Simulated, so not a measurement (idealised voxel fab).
Documented hereafter: the process module known as voxel trench capacitor.
230 nm wide, 5 nm square cells: that's cross-section cut.
The cross-sections in this document take the form of a grid made of square cells. They are written out as bands, in order from top to bottom. Each band consists of one or more rows of cells.
In this notation a band is specified by the heights of its top and bottom, in that order and in nm, after which its materials appear from left to right, each paired with its width in nm. The word "all across" attached to a single material means that material fills the band from edge to edge; the word "air" stands for empty space.
Heads up on the height convention: 0 is the point under which the incoming wafer is all one material, and the lowest band has no bottom, it just keeps going down, like "0 and below".
Width: "30 to 40" (first number = top row, second number = bottom row, same change from row to row of cells).
No cell of the cross-section changed in a step that is given as "same as before".
Heads up: "Enclosed void entries" only lists the empty pockets with no open path to the top that are 8 cells or more, and it writes them as width x height at distance, distance from the left edge, in nm.
It should be noted that, on the line of a given step, the content following the step's settings is a remark produced by the simulator itself with respect to that step.
overlay nm: right-of-plan distance of the mask on a masked step; negative values mean left-of-plan.
Process steps (planned):
1. RECEIVE, material Si
2. CONFORMAL_DEP, material SiN, thk nm 10
3. PATTERN, tone open, mask id TRENCH, material resist, width nm 25, pitch nm 55, thk nm 15, overlay nm 0
4. DIRECTIONAL_ETCH, etch materials SiN, depth nm 10
5. DIRECTIONAL_ETCH, etch materials Si, depth nm 30
6. STRIP, etch materials resist
7. CONFORMAL_DEP, material Al2O3, thk nm 5
8. FILL_DEP, material polySi, thk nm 10
9. CMP, height nm 10
Cross-section of the wafer at receipt, which is the condition after step 1:
* 0 and below | Si all across
* Enclosed void entries: none
Here's the wafer cut in cross-section after the module, started and planned just like above, except one thing was done wrong in the run:
* 10 down to 0 | 40 nm SiN, 5 nm Al2O3, 15 nm polySi, 5 nm Al2O3, 30 nm SiN, 5 nm Al2O3, 15 nm polySi, 5 nm Al2O3, 30 nm SiN, 5 nm Al2O3, 15 nm polySi, 5 nm Al2O3, 55 nm SiN
* 0 down to -25 | 40 nm Si, 5 nm Al2O3, 15 nm polySi, 5 nm Al2O3, 30 nm Si, 5 nm Al2O3, 15 nm polySi, 5 nm Al2O3, 30 nm Si, 5 nm Al2O3, 15 nm polySi, 5 nm Al2O3, 55 nm Si
* -25 down to -30 | 40 nm Si, 25 nm Al2O3, 30 nm Si, 25 nm Al2O3, 30 nm Si, 25 nm Al2O3, 55 nm Si
* -30 and below | Si all across
* Enclosed void entries: none
Heads up, the wafer didn't run the way we planned it: step 3 was processed under conditions differing from the plan, specifically as PATTERN, tone open, mask id TRENCH, material resist, width nm 25, pitch nm 55, thk nm 15, overlay nm -5
